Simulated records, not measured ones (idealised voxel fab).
This is a process module. Its name is voxel capacitor over wiring.
The figure presents cross-section cut, which has a width of 235 nm and is divided into square cells with an edge length of 5 nm.
Bands, listed from the top down, are how a cross-section gets written in this document; the cross-section itself is a grid of square cells, and a band is one or more rows of them.
First you get the band's top height and its bottom height, in nm, and then the materials it's made of, left to right, with each width in nm. If you see a single material with "edge to edge", that one covers the band edge to edge. "air" is empty space.
Where do heights start? At 0: under that level the wafer as delivered is made of one material only. And the lowest band has no floor; it just carries on downward, as in "top 0, no bottom".
The two numbers in a width such as "30 to 40" mark its ends across the band: the first belongs to the top row of cells, the second to the bottom row, and from each row to the next the width moves by the same amount.
Key: "nothing different" - step with no changed cell in the cross-section.
The entry titled "Enclosed internal cavities" provides the empty spaces that have no open way to the top, restricted to those of 8 cells or more. Each is presented as width x height at distance, the distance being measured from the left edge, with all three in nm.
On a step's line, text after the settings is the simulator commenting on that step.
For masked steps, "overlay nm" on the step line gives how far right of plan the mask actually lay; a minus sign means it lay to the left.
Read the rest as pairs. Take the cross-section before one process step, then the cross-section after it, which shows only down to the lowest band that changed. Under the pair, find the step between them and its settings. Bear in mind that pairs may come from different runs of this module on the same starting wafer: link a pair to the pair above it only where its entry headed "before" says to.

**before**
	top 0, no bottom | Si edge to edge
	Enclosed internal cavities: none

**Post-Step Appearance**
	top 15, bottom 0 | SiO2 edge to edge
	Lower than 0, everything is as it was.
	Enclosed internal cavities: none
In between the before and after cross-sections above, the step is CONFORMAL_DEP,material SiO2,thk nm 15

before: Please consult the pair immediately above; the cross-section it shows after its step is the state before this step.

**Post-Step Appearance**
	top 20, bottom 15 | SiCN edge to edge
	Lower than 15, everything is as it was.
	Enclosed internal cavities: none
In between the before and after cross-sections above, the step is CONFORMAL_DEP,material SiCN,thk nm 5

before: Please consult the pair immediately above; the cross-section it shows after its step is the state before this step.

**Post-Step Appearance**
	top 40, bottom 20 | lowk edge to edge
	Lower than 20, everything is as it was.
	Enclosed internal cavities: none
In between the before and after cross-sections above, the step is DIRECTIONAL_DEP,material lowk,thk nm 20

before: Please consult the pair immediately above; the cross-section it shows after its step is the state before this step.

**Post-Step Appearance**
	top 50, bottom 40 | aC edge to edge
	Lower than 40, everything is as it was.
	Enclosed internal cavities: none
In between the before and after cross-sections above, the step is DIRECTIONAL_DEP,material aC,thk nm 10

before: Please consult the pair immediately above; the cross-section it shows after its step is the state before this step.

**Post-Step Appearance**
	top 75, bottom 50 | resist (60) | air (25) | resist (60) | air (25) | resist (65)
	Lower than 50, everything is as it was.
	Enclosed internal cavities: none
In between the before and after cross-sections above, the step is PATTERN,tone open,mask id METAL_1,material resist,width nm 25,pitch nm 85,thk nm 25,overlay nm 0

before: Please consult the pair immediately above; the cross-section it shows after its step is the state before this step.

**Post-Step Appearance**
	top 65, bottom 50 | resist (60) | air (25) | resist (60) | air (25) | resist (65)
	top 50, bottom 40 | aC (60) | air (25) | aC (60) | air (25) | aC (65)
	Lower than 40, everything is as it was.
	Enclosed internal cavities: none
In between the before and after cross-sections above, the step is DIRECTIONAL_ETCH,etch materials aC,depth nm 10

before: Please consult the pair immediately above; the cross-section it shows after its step is the state before this step.

**Post-Step Appearance**
	top 50, bottom 40 | aC (60) | air (25) | aC (60) | air (25) | aC (65)
	Lower than 40, everything is as it was.
	Enclosed internal cavities: none
In between the before and after cross-sections above, the step is STRIP,etch materials resist

before: Please consult the pair immediately above; the cross-section it shows after its step is the state before this step.

**Post-Step Appearance**
	top 50, bottom 40 | aC (60) | air (25) | aC (60) | air (25) | aC (65)
	top 40, bottom 20 | lowk (60) | air (25) | lowk (60) | air (25) | lowk (65)
	Lower than 20, everything is as it was.
	Enclosed internal cavities: none
In between the before and after cross-sections above, the step is DIRECTIONAL_ETCH,etch materials lowk,depth nm 20

before: Please consult the pair immediately above; the cross-section it shows after its step is the state before this step.

**Post-Step Appearance**
	top 50, bottom 40 | aC (60) | air (25) | aC (60) | air (25) | aC (65)
	top 40, bottom 20 | lowk (60) | air (25) | lowk (60) | air (25) | lowk (65)
	top 20, bottom 15 | SiCN (60) | air (25) | SiCN (60) | air (25) | SiCN (65)
	Lower than 15, everything is as it was.
	Enclosed internal cavities: none
In between the before and after cross-sections above, the step is DIRECTIONAL_ETCH,etch materials SiCN,depth nm 5

before: Please consult the pair immediately above; the cross-section it shows after its step is the state before this step.

**Post-Step Appearance**
	top 40, bottom 20 | lowk (60) | air (25) | lowk (60) | air (25) | lowk (65)
	Lower than 20, everything is as it was.
	Enclosed internal cavities: none
In between the before and after cross-sections above, the step is STRIP,etch materials aC

before: Please consult the pair immediately above; the cross-section it shows after its step is the state before this step.

**Post-Step Appearance**
	top 45, bottom 40 | TiN (65) | air (15) | TiN (70) | air (15) | TiN (70)
	top 40, bottom 20 | lowk (60) | TiN (5) | air (15) | TiN (5) | lowk (60) | TiN (5) | air (15) | TiN (5) | lowk (65)
	top 20, bottom 15 | SiCN (60) | TiN (25) | SiCN (60) | TiN (25) | SiCN (65)
	Lower than 15, everything is as it was.
	Enclosed internal cavities: none
In between the before and after cross-sections above, the step is CONFORMAL_DEP,material TiN,thk nm 5

before: Please consult the pair immediately above; the cross-section it shows after its step is the state before this step.

**Post-Step Appearance**
	top 55, bottom 45 | Cu edge to edge
	top 45, bottom 40 | TiN (65) | Cu (15) | TiN (70) | Cu (15) | TiN (70)
	top 40, bottom 20 | lowk (60) | TiN (5) | Cu (15) | TiN (5) | lowk (60) | TiN (5) | Cu (15) | TiN (5) | lowk (65)
	Lower than 20, everything is as it was.
	Enclosed internal cavities: none
In between the before and after cross-sections above, the step is FILL_DEP,material Cu,thk nm 10

before: Please consult the pair immediately above; the cross-section it shows after its step is the state before this step.

**Post-Step Appearance**
	top 40, bottom 20 | lowk (60) | TiN (5) | Cu (15) | TiN (5) | lowk (60) | TiN (5) | Cu (15) | TiN (5) | lowk (65)
	Lower than 20, everything is as it was.
	Enclosed internal cavities: none
In between the before and after cross-sections above, the step is CMP,height nm 40

before: Please consult the pair immediately above; the cross-section it shows after its step is the state before this step.

**Post-Step Appearance**
	top 45, bottom 40 | SiCN edge to edge
	Lower than 40, everything is as it was.
	Enclosed internal cavities: none
In between the before and after cross-sections above, the step is CONFORMAL_DEP,material SiCN,thk nm 5

before: Please consult the pair immediately above; the cross-section it shows after its step is the state before this step.

**Post-Step Appearance**
	top 60, bottom 45 | SiO2 edge to edge
	Lower than 45, everything is as it was.
	Enclosed internal cavities: none
In between the before and after cross-sections above, the step is DIRECTIONAL_DEP,material SiO2,thk nm 15

before: Please consult the pair immediately above; the cross-section it shows after its step is the state before this step.

**Post-Step Appearance**
	top 80, bottom 60 | resist (70) | air (15) | resist (150)
	Lower than 60, everything is as it was.
	Enclosed internal cavities: none
In between the before and after cross-sections above, the step is PATTERN,tone open,mask id PLUG_1,material resist,width nm 15,thk nm 20,overlay nm 0

before: Please consult the pair immediately above; the cross-section it shows after its step is the state before this step.

**Post-Step Appearance**
	top 80, bottom 60 | resist (70) | air (15) | resist (150)
	top 60, bottom 45 | SiO2 (70) | air (15) | SiO2 (150)
	Lower than 45, everything is as it was.
	Enclosed internal cavities: none
In between the before and after cross-sections above, the step is DIRECTIONAL_ETCH,etch materials SiO2,depth nm 15

before: Please consult the pair immediately above; the cross-section it shows after its step is the state before this step.

**Post-Step Appearance**
	top 80, bottom 60 | resist (70) | air (15) | resist (150)
	top 60, bottom 45 | SiO2 (70) | air (15) | SiO2 (150)
	top 45, bottom 40 | SiCN (70) | air (15) | SiCN (150)
	Lower than 40, everything is as it was.
	Enclosed internal cavities: none
In between the before and after cross-sections above, the step is DIRECTIONAL_ETCH,etch materials SiCN,depth nm 5

before: Please consult the pair immediately above; the cross-section it shows after its step is the state before this step.

**Post-Step Appearance**
	top 60, bottom 45 | SiO2 (70) | air (15) | SiO2 (150)
	Lower than 45, everything is as it was.
	Enclosed internal cavities: none
In between the before and after cross-sections above, the step is STRIP,etch materials resist

before: Please consult the pair immediately above; the cross-section it shows after its step is the state before this step.

**Post-Step Appearance**
	top 65, bottom 60 | TiN (75) | air (5) | TiN (155)
	top 60, bottom 45 | SiO2 (70) | TiN (5) | air (5) | TiN (5) | SiO2 (150)
	top 45, bottom 40 | SiCN (70) | TiN (15) | SiCN (150)
	Lower than 40, everything is as it was.
	Enclosed internal cavities: none
In between the before and after cross-sections above, the step is CONFORMAL_DEP,material TiN,thk nm 5

before: Please consult the pair immediately above; the cross-section it shows after its step is the state before this step.

**Post-Step Appearance**
	top 75, bottom 65 | Ru edge to edge
	top 65, bottom 60 | TiN (75) | Ru (5) | TiN (155)
	top 60, bottom 45 | SiO2 (70) | TiN (5) | Ru (5) | TiN (5) | SiO2 (150)
	Lower than 45, everything is as it was.
	Enclosed internal cavities: none
In between the before and after cross-sections above, the step is FILL_DEP,material Ru,thk nm 10

before: Please consult the pair immediately above; the cross-section it shows after its step is the state before this step.

**Post-Step Appearance**
	top 60, bottom 45 | SiO2 (70) | TiN (5) | Ru (5) | TiN (5) | SiO2 (150)
	Lower than 45, everything is as it was.
	Enclosed internal cavities: none
In between the before and after cross-sections above, the step is CMP,height nm 60

before: Please consult the pair immediately above; the cross-section it shows after its step is the state before this step.

**Post-Step Appearance**
	top 65, bottom 60 | TiN edge to edge
	Lower than 60, everything is as it was.
	Enclosed internal cavities: none
In between the before and after cross-sections above, the step is DIRECTIONAL_DEP,material TiN,thk nm 5

before: Please consult the pair immediately above; the cross-section it shows after its step is the state before this step.

**Post-Step Appearance**
	top 70, bottom 65 | HfO2 edge to edge
	Lower than 65, everything is as it was.
	Enclosed internal cavities: none
In between the before and after cross-sections above, the step is DIRECTIONAL_DEP,material HfO2,thk nm 5

before: Please consult the pair immediately above; the cross-section it shows after its step is the state before this step.

**Post-Step Appearance**
	top 75, bottom 70 | TiN edge to edge
	Lower than 70, everything is as it was.
	Enclosed internal cavities: none
In between the before and after cross-sections above, the step is DIRECTIONAL_DEP,material TiN,thk nm 5

before: Please consult the pair immediately above; the cross-section it shows after its step is the state before this step.

**Post-Step Appearance**
	top 95, bottom 75 | air (70) | resist (65) | air (100)
	Lower than 75, everything is as it was.
	Enclosed internal cavities: none
In between the before and after cross-sections above, the step is PATTERN,tone cover,mask id UPPER_PLATE,material resist,width nm 65,thk nm 20,overlay nm 0

before: Please consult the pair immediately above; the cross-section it shows after its step is the state before this step.

**Post-Step Appearance**
	top 95, bottom 75 | air (70) | resist (65) | air (100)
	top 75, bottom 70 | air (70) | TiN (65) | air (100)
	Lower than 70, everything is as it was.
	Enclosed internal cavities: none
In between the before and after cross-sections above, the step is DIRECTIONAL_ETCH,etch materials TiN,depth nm 5

before: Please consult the pair immediately above; the cross-section it shows after its step is the state before this step.

**Post-Step Appearance**
	top 95, bottom 75 | air (70) | resist (65) | air (100)
	top 75, bottom 70 | air (70) | TiN (65) | air (100)
	top 70, bottom 65 | air (70) | HfO2 (65) | air (100)
	Lower than 65, everything is as it was.
	Enclosed internal cavities: none
In between the before and after cross-sections above, the step is DIRECTIONAL_ETCH,etch materials HfO2,depth nm 5

before: Please consult the pair immediately above; the cross-section it shows after its step is the state before this step.

**Post-Step Appearance**
	top 75, bottom 70 | air (70) | TiN (65) | air (100)
	Lower than 70, everything is as it was.
	Enclosed internal cavities: none
In between the before and after cross-sections above, the step is STRIP,etch materials resist

before: Please consult the pair immediately above; the cross-section it shows after its step is the state before this step.

**Post-Step Appearance**
	top 75, bottom 70 | air (70) | TiN (65) | air (100)
	top 70, bottom 65 | air (70) | HfO2 (65) | air (100)
	top 65, bottom 60 | air (65) | TiN (75) | air (95)
	Lower than 60, everything is as it was.
	Enclosed internal cavities: none
In between the before and after cross-sections above, the step is MASKED_ETCH,tone cover,mask id LOWER_PLATE,width nm 75,etch materials TiN,depth nm 5,overlay nm 0

before: Please consult the pair immediately above; the cross-section it shows after its step is the state before this step.

**Post-Step Appearance**
	top 90, bottom 75 | SiO2 edge to edge
	top 75, bottom 70 | SiO2 (70) | TiN (65) | SiO2 (100)
	top 70, bottom 65 | SiO2 (70) | HfO2 (65) | SiO2 (100)
	top 65, bottom 60 | SiO2 (65) | TiN (75) | SiO2 (95)
	Lower than 60, everything is as it was.
	Enclosed internal cavities: none
In between the before and after cross-sections above, the step is FILL_DEP,material SiO2,thk nm 15

before: Please consult the pair immediately above; the cross-section it shows after its step is the state before this step.

**Post-Step Appearance**
	top 85, bottom 75 | SiO2 edge to edge
	Lower than 75, everything is as it was.
	Enclosed internal cavities: none
In between the before and after cross-sections above, the step is CMP,height nm 85

before: Please consult the pair immediately above; the cross-section it shows after its step is the state before this step.

**Post-Step Appearance**
	top 105, bottom 85 | resist (80) | air (15) | resist (140)
	Lower than 85, everything is as it was.
	Enclosed internal cavities: none
In between the before and after cross-sections above, the step is PATTERN,tone open,mask id PLUG_2,material resist,width nm 15,thk nm 20,overlay nm 0

before: Please consult the pair immediately above; the cross-section it shows after its step is the state before this step.

**Post-Step Appearance**
	top 105, bottom 85 | resist (80) | air (15) | resist (140)
	top 85, bottom 75 | SiO2 (80) | air (15) | SiO2 (140)
	Lower than 75, everything is as it was.
	Enclosed internal cavities: none
In between the before and after cross-sections above, the step is DIRECTIONAL_ETCH,etch materials SiO2,depth nm 10

before: Please consult the pair immediately above; the cross-section it shows after its step is the state before this step.

**Post-Step Appearance**
	top 85, bottom 75 | SiO2 (80) | air (15) | SiO2 (140)
	Lower than 75, everything is as it was.
	Enclosed internal cavities: none
In between the before and after cross-sections above, the step is STRIP,etch materials resist

before: Please consult the pair immediately above; the cross-section it shows after its step is the state before this step.

**Post-Step Appearance**
	top 90, bottom 85 | TiN (85) | air (5) | TiN (145)
	top 85, bottom 80 | SiO2 (80) | TiN (5) | air (5) | TiN (5) | SiO2 (140)
	top 80, bottom 70 | SiO2 (80 to 70) | TiN (15 to 65) | SiO2 (140 to 100)
	Lower than 70, everything is as it was.
	Enclosed internal cavities: none
In between the before and after cross-sections above, the step is CONFORMAL_DEP,material TiN,thk nm 5

before: Please consult the pair immediately above; the cross-section it shows after its step is the state before this step.

**Post-Step Appearance**
	top 95, bottom 90 | W edge to edge
	top 90, bottom 85 | TiN (85) | W (5) | TiN (145)
	top 85, bottom 80 | SiO2 (80) | TiN (5) | W (5) | TiN (5) | SiO2 (140)
	Lower than 80, everything is as it was.
	Enclosed internal cavities: none
In between the before and after cross-sections above, the step is FILL_DEP,material W,thk nm 5

before: Please consult the pair immediately above; the cross-section it shows after its step is the state before this step.

**Post-Step Appearance**
	top 85, bottom 80 | SiO2 (80) | TiN (5) | W (5) | TiN (5) | SiO2 (140)
	Lower than 80, everything is as it was.
	Enclosed internal cavities: none
In between the before and after cross-sections above, the step is CMP,height nm 85

before: Please consult the pair immediately above; the cross-section it shows after its step is the state before this step.

**Post-Step Appearance**
	top 90, bottom 85 | SiN edge to edge
	Lower than 85, everything is as it was.
	Enclosed internal cavities: none
In between the before and after cross-sections above, the step is CONFORMAL_DEP,material SiN,thk nm 5

**before**
	top 65, bottom 60 | TiN edge to edge
	top 60, bottom 45 | SiO2 (70) | TiN (5) | Ru (5) | TiN (5) | SiO2 (150)
	top 45, bottom 40 | SiCN (70) | TiN (15) | SiCN (150)
	top 40, bottom 20 | lowk (60) | TiN (5) | Cu (15) | TiN (5) | lowk (60) | TiN (5) | Cu (15) | TiN (5) | lowk (65)
	top 20, bottom 15 | SiCN (60) | TiN (25) | SiCN (60) | TiN (25) | SiCN (65)
	top 15, bottom 0 | SiO2 edge to edge
	top 0, no bottom | Si edge to edge
	Enclosed internal cavities: none

**Post-Step Appearance**
	top 70, bottom 60 | TiN edge to edge
	Lower than 60, everything is as it was.
	Enclosed internal cavities: none
In between the before and after cross-sections above, the step is DIRECTIONAL_DEP,material TiN,thk nm 5

before: Please consult the pair immediately above; the cross-section it shows after its step is the state before this step.

**Post-Step Appearance**
	top 90, bottom 70 | air (70) | resist (65) | air (100)
	Lower than 70, everything is as it was.
	Enclosed internal cavities: none
In between the before and after cross-sections above, the step is PATTERN,tone cover,mask id UPPER_PLATE,material resist,width nm 65,thk nm 20,overlay nm 0

before: Please consult the pair immediately above; the cross-section it shows after its step is the state before this step.

**Post-Step Appearance**
	top 90, bottom 70 | air (70) | resist (65) | air (100)
	top 70, bottom 65 | air (70) | TiN (65) | air (100)
	Lower than 65, everything is as it was.
	Enclosed internal cavities: none
In between the before and after cross-sections above, the step is DIRECTIONAL_ETCH,etch materials TiN,depth nm 5

before: Please consult the pair immediately above; the cross-section it shows after its step is the state before this step.

**Post-Step Appearance**
	top 70, bottom 65 | air (70) | TiN (65) | air (100)
	Lower than 65, everything is as it was.
	Enclosed internal cavities: none
In between the before and after cross-sections above, the step is STRIP,etch materials resist

before: Please consult the pair immediately above; the cross-section it shows after its step is the state before this step.

**Post-Step Appearance**
	top 70, bottom 60 | air (70 to 65) | TiN (65 to 75) | air (100 to 95)
	Lower than 60, everything is as it was.
	Enclosed internal cavities: none
In between the before and after cross-sections above, the step is MASKED_ETCH,tone cover,mask id LOWER_PLATE,width nm 75,etch materials TiN,depth nm 5,overlay nm 0

before: Please consult the pair immediately above; the cross-section it shows after its step is the state before this step.

**Post-Step Appearance**
	top 85, bottom 70 | SiO2 edge to edge
	top 70, bottom 60 | SiO2 (70 to 65) | TiN (65 to 75) | SiO2 (100 to 95)
	Lower than 60, everything is as it was.
	Enclosed internal cavities: none
In between the before and after cross-sections above, the step is FILL_DEP,material SiO2,thk nm 15

before: Please consult the pair immediately above; the cross-section it shows after its step is the state before this step.

**Post-Step Appearance**
	top 105, bottom 85 | resist (80) | air (15) | resist (140)
	Lower than 85, everything is as it was.
	Enclosed internal cavities: none
In between the before and after cross-sections above, the step is PATTERN,tone open,mask id PLUG_2,material resist,width nm 15,thk nm 20,overlay nm 0

before: Please consult the pair immediately above; the cross-section it shows after its step is the state before this step.

**Post-Step Appearance**
	top 105, bottom 85 | resist (80) | air (15) | resist (140)
	top 85, bottom 75 | SiO2 (80) | air (15) | SiO2 (140)
	Lower than 75, everything is as it was.
	Enclosed internal cavities: none
In between the before and after cross-sections above, the step is DIRECTIONAL_ETCH,etch materials SiO2,depth nm 10

before: Please consult the pair immediately above; the cross-section it shows after its step is the state before this step.

**Post-Step Appearance**
	top 85, bottom 75 | SiO2 (80) | air (15) | SiO2 (140)
	Lower than 75, everything is as it was.
	Enclosed internal cavities: none
In between the before and after cross-sections above, the step is STRIP,etch materials resist

before: Please consult the pair immediately above; the cross-section it shows after its step is the state before this step.

**Post-Step Appearance**
	top 90, bottom 85 | TiN (85) | air (5) | TiN (145)
	top 85, bottom 80 | SiO2 (80) | TiN (5) | air (5) | TiN (5) | SiO2 (140)
	top 80, bottom 75 | SiO2 (80) | TiN (15) | SiO2 (140)
	Lower than 75, everything is as it was.
	Enclosed internal cavities: none
In between the before and after cross-sections above, the step is CONFORMAL_DEP,material TiN,thk nm 5

before: Please consult the pair immediately above; the cross-section it shows after its step is the state before this step.

**Post-Step Appearance**
	top 95, bottom 90 | W edge to edge
	top 90, bottom 85 | TiN (85) | W (5) | TiN (145)
	top 85, bottom 80 | SiO2 (80) | TiN (5) | W (5) | TiN (5) | SiO2 (140)
	Lower than 80, everything is as it was.
	Enclosed internal cavities: none
In between the before and after cross-sections above, the step is FILL_DEP,material W,thk nm 5

before: Please consult the pair immediately above; the cross-section it shows after its step is the state before this step.

**Post-Step Appearance**
	top 85, bottom 80 | SiO2 (80) | TiN (5) | W (5) | TiN (5) | SiO2 (140)
	Lower than 80, everything is as it was.
	Enclosed internal cavities: none
In between the before and after cross-sections above, the step is CMP,height nm 85

before: Please consult the pair immediately above; the cross-section it shows after its step is the state before this step.

**Post-Step Appearance**
	top 90, bottom 85 | SiN edge to edge
	Lower than 85, everything is as it was.
	Enclosed internal cavities: none
In between the before and after cross-sections above, the step is CONFORMAL_DEP,material SiN,thk nm 5

**before**
	top 15, bottom 0 | SiO2 edge to edge
	top 0, no bottom | Si edge to edge
	Enclosed internal cavities: none

**Post-Step Appearance**
	top 30, bottom 0 | SiO2 edge to edge
	Lower than 0, everything is as it was.
	Enclosed internal cavities: none
In between the before and after cross-sections above, the step is CONFORMAL_DEP,material SiO2,thk nm 15

before: Please consult the pair immediately above; the cross-section it shows after its step is the state before this step.

**Post-Step Appearance**
	top 35, bottom 30 | SiCN edge to edge
	Lower than 30, everything is as it was.
	Enclosed internal cavities: none
In between the before and after cross-sections above, the step is CONFORMAL_DEP,material SiCN,thk nm 5

before: Please consult the pair immediately above; the cross-section it shows after its step is the state before this step.

**Post-Step Appearance**
	top 55, bottom 35 | lowk edge to edge
	Lower than 35, everything is as it was.
	Enclosed internal cavities: none
In between the before and after cross-sections above, the step is DIRECTIONAL_DEP,material lowk,thk nm 20

before: Please consult the pair immediately above; the cross-section it shows after its step is the state before this step.

**Post-Step Appearance**
	top 65, bottom 55 | aC edge to edge
	Lower than 55, everything is as it was.
	Enclosed internal cavities: none
In between the before and after cross-sections above, the step is DIRECTIONAL_DEP,material aC,thk nm 10

before: Please consult the pair immediately above; the cross-section it shows after its step is the state before this step.

**Post-Step Appearance**
	top 90, bottom 65 | resist (60) | air (25) | resist (60) | air (25) | resist (65)
	Lower than 65, everything is as it was.
	Enclosed internal cavities: none
In between the before and after cross-sections above, the step is PATTERN,tone open,mask id METAL_1,material resist,width nm 25,pitch nm 85,thk nm 25,overlay nm 0

before: Please consult the pair immediately above; the cross-section it shows after its step is the state before this step.

**Post-Step Appearance**
	top 80, bottom 65 | resist (60) | air (25) | resist (60) | air (25) | resist (65)
	top 65, bottom 55 | aC (60) | air (25) | aC (60) | air (25) | aC (65)
	Lower than 55, everything is as it was.
	Enclosed internal cavities: none
In between the before and after cross-sections above, the step is DIRECTIONAL_ETCH,etch materials aC,depth nm 10

before: Please consult the pair immediately above; the cross-section it shows after its step is the state before this step.

**Post-Step Appearance**
	top 65, bottom 55 | aC (60) | air (25) | aC (60) | air (25) | aC (65)
	Lower than 55, everything is as it was.
	Enclosed internal cavities: none
In between the before and after cross-sections above, the step is STRIP,etch materials resist

before: Please consult the pair immediately above; the cross-section it shows after its step is the state before this step.

**Post-Step Appearance**
	top 65, bottom 55 | aC (60) | air (25) | aC (60) | air (25) | aC (65)
	top 55, bottom 35 | lowk (60) | air (25) | lowk (60) | air (25) | lowk (65)
	Lower than 35, everything is as it was.
	Enclosed internal cavities: none
In between the before and after cross-sections above, the step is DIRECTIONAL_ETCH,etch materials lowk,depth nm 20

before: Please consult the pair immediately above; the cross-section it shows after its step is the state before this step.

**Post-Step Appearance**
	top 65, bottom 55 | aC (60) | air (25) | aC (60) | air (25) | aC (65)
	top 55, bottom 35 | lowk (60) | air (25) | lowk (60) | air (25) | lowk (65)
	top 35, bottom 30 | SiCN (60) | air (25) | SiCN (60) | air (25) | SiCN (65)
	Lower than 30, everything is as it was.
	Enclosed internal cavities: none
In between the before and after cross-sections above, the step is DIRECTIONAL_ETCH,etch materials SiCN,depth nm 5

before: Please consult the pair immediately above; the cross-section it shows after its step is the state before this step.

**Post-Step Appearance**
	top 55, bottom 35 | lowk (60) | air (25) | lowk (60) | air (25) | lowk (65)
	Lower than 35, everything is as it was.
	Enclosed internal cavities: none
In between the before and after cross-sections above, the step is STRIP,etch materials aC

before: Please consult the pair immediately above; the cross-section it shows after its step is the state before this step.

**Post-Step Appearance**
	top 60, bottom 55 | TiN (65) | air (15) | TiN (70) | air (15) | TiN (70)
	top 55, bottom 35 | lowk (60) | TiN (5) | air (15) | TiN (5) | lowk (60) | TiN (5) | air (15) | TiN (5) | lowk (65)
	top 35, bottom 30 | SiCN (60) | TiN (25) | SiCN (60) | TiN (25) | SiCN (65)
	Lower than 30, everything is as it was.
	Enclosed internal cavities: none
In between the before and after cross-sections above, the step is CONFORMAL_DEP,material TiN,thk nm 5

before: Please consult the pair immediately above; the cross-section it shows after its step is the state before this step.

**Post-Step Appearance**
	top 70, bottom 60 | Cu edge to edge
	top 60, bottom 55 | TiN (65) | Cu (15) | TiN (70) | Cu (15) | TiN (70)
	top 55, bottom 35 | lowk (60) | TiN (5) | Cu (15) | TiN (5) | lowk (60) | TiN (5) | Cu (15) | TiN (5) | lowk (65)
	Lower than 35, everything is as it was.
	Enclosed internal cavities: none
In between the before and after cross-sections above, the step is FILL_DEP,material Cu,thk nm 10

before: Please consult the pair immediately above; the cross-section it shows after its step is the state before this step.

**Post-Step Appearance**
	top 40, bottom 35 | lowk (60) | TiN (5) | Cu (15) | TiN (5) | lowk (60) | TiN (5) | Cu (15) | TiN (5) | lowk (65)
	Lower than 35, everything is as it was.
	Enclosed internal cavities: none
In between the before and after cross-sections above, the step is CMP,height nm 40

before: Please consult the pair immediately above; the cross-section it shows after its step is the state before this step.

**Post-Step Appearance**
	top 45, bottom 40 | SiCN edge to edge
	Lower than 40, everything is as it was.
	Enclosed internal cavities: none
In between the before and after cross-sections above, the step is CONFORMAL_DEP,material SiCN,thk nm 5

before: Please consult the pair immediately above; the cross-section it shows after its step is the state before this step.

**Post-Step Appearance**
	top 60, bottom 45 | SiO2 edge to edge
	Lower than 45, everything is as it was.
	Enclosed internal cavities: none
In between the before and after cross-sections above, the step is DIRECTIONAL_DEP,material SiO2,thk nm 15

before: Please consult the pair immediately above; the cross-section it shows after its step is the state before this step.

**Post-Step Appearance**
	top 80, bottom 60 | resist (70) | air (15) | resist (150)
	Lower than 60, everything is as it was.
	Enclosed internal cavities: none
In between the before and after cross-sections above, the step is PATTERN,tone open,mask id PLUG_1,material resist,width nm 15,thk nm 20,overlay nm 0

before: Please consult the pair immediately above; the cross-section it shows after its step is the state before this step.

**Post-Step Appearance**
	top 80, bottom 60 | resist (70) | air (15) | resist (150)
	top 60, bottom 45 | SiO2 (70) | air (15) | SiO2 (150)
	Lower than 45, everything is as it was.
	Enclosed internal cavities: none
In between the before and after cross-sections above, the step is DIRECTIONAL_ETCH,etch materials SiO2,depth nm 15

before: Please consult the pair immediately above; the cross-section it shows after its step is the state before this step.

**Post-Step Appearance**
	top 80, bottom 60 | resist (70) | air (15) | resist (150)
	top 60, bottom 45 | SiO2 (70) | air (15) | SiO2 (150)
	top 45, bottom 40 | SiCN (70) | air (15) | SiCN (150)
	Lower than 40, everything is as it was.
	Enclosed internal cavities: none
In between the before and after cross-sections above, the step is DIRECTIONAL_ETCH,etch materials SiCN,depth nm 5

before: Please consult the pair immediately above; the cross-section it shows after its step is the state before this step.

**Post-Step Appearance**
	top 60, bottom 45 | SiO2 (70) | air (15) | SiO2 (150)
	Lower than 45, everything is as it was.
	Enclosed internal cavities: none
In between the before and after cross-sections above, the step is STRIP,etch materials resist

before: Please consult the pair immediately above; the cross-section it shows after its step is the state before this step.

**Post-Step Appearance**
	top 65, bottom 60 | TiN (75) | air (5) | TiN (155)
	top 60, bottom 45 | SiO2 (70) | TiN (5) | air (5) | TiN (5) | SiO2 (150)
	top 45, bottom 40 | SiCN (70) | TiN (15) | SiCN (150)
	Lower than 40, everything is as it was.
	Enclosed internal cavities: none
In between the before and after cross-sections above, the step is CONFORMAL_DEP,material TiN,thk nm 5

before: Please consult the pair immediately above; the cross-section it shows after its step is the state before this step.

**Post-Step Appearance**
	top 75, bottom 65 | Ru edge to edge
	top 65, bottom 60 | TiN (75) | Ru (5) | TiN (155)
	top 60, bottom 45 | SiO2 (70) | TiN (5) | Ru (5) | TiN (5) | SiO2 (150)
	Lower than 45, everything is as it was.
	Enclosed internal cavities: none
In between the before and after cross-sections above, the step is FILL_DEP,material Ru,thk nm 10

before: Please consult the pair immediately above; the cross-section it shows after its step is the state before this step.

**Post-Step Appearance**
	top 60, bottom 45 | SiO2 (70) | TiN (5) | Ru (5) | TiN (5) | SiO2 (150)
	Lower than 45, everything is as it was.
	Enclosed internal cavities: none
In between the before and after cross-sections above, the step is CMP,height nm 60

before: Please consult the pair immediately above; the cross-section it shows after its step is the state before this step.

**Post-Step Appearance**
	top 65, bottom 60 | TiN edge to edge
	Lower than 60, everything is as it was.
	Enclosed internal cavities: none
In between the before and after cross-sections above, the step is DIRECTIONAL_DEP,material TiN,thk nm 5

before: Please consult the pair immediately above; the cross-section it shows after its step is the state before this step.

**Post-Step Appearance**
	top 70, bottom 65 | HfO2 edge to edge
	Lower than 65, everything is as it was.
	Enclosed internal cavities: none
In between the before and after cross-sections above, the step is DIRECTIONAL_DEP,material HfO2,thk nm 5

before: Please consult the pair immediately above; the cross-section it shows after its step is the state before this step.

**Post-Step Appearance**
	top 75, bottom 70 | TiN edge to edge
	Lower than 70, everything is as it was.
	Enclosed internal cavities: none
In between the before and after cross-sections above, the step is DIRECTIONAL_DEP,material TiN,thk nm 5

before: Please consult the pair immediately above; the cross-section it shows after its step is the state before this step.

**Post-Step Appearance**
	top 95, bottom 75 | air (70) | resist (65) | air (100)
	Lower than 75, everything is as it was.
	Enclosed internal cavities: none
In between the before and after cross-sections above, the step is PATTERN,tone cover,mask id UPPER_PLATE,material resist,width nm 65,thk nm 20,overlay nm 0

before: Please consult the pair immediately above; the cross-section it shows after its step is the state before this step.

**Post-Step Appearance**
	top 95, bottom 75 | air (70) | resist (65) | air (100)
	top 75, bottom 70 | air (70) | TiN (65) | air (100)
	Lower than 70, everything is as it was.
	Enclosed internal cavities: none
In between the before and after cross-sections above, the step is DIRECTIONAL_ETCH,etch materials TiN,depth nm 5

before: Please consult the pair immediately above; the cross-section it shows after its step is the state before this step.

**Post-Step Appearance**
	top 95, bottom 75 | air (70) | resist (65) | air (100)
	top 75, bottom 70 | air (70) | TiN (65) | air (100)
	top 70, bottom 65 | air (70) | HfO2 (65) | air (100)
	Lower than 65, everything is as it was.
	Enclosed internal cavities: none
In between the before and after cross-sections above, the step is DIRECTIONAL_ETCH,etch materials HfO2,depth nm 5

before: Please consult the pair immediately above; the cross-section it shows after its step is the state before this step.

**Post-Step Appearance**
	top 75, bottom 70 | air (70) | TiN (65) | air (100)
	Lower than 70, everything is as it was.
	Enclosed internal cavities: none
In between the before and after cross-sections above, the step is STRIP,etch materials resist
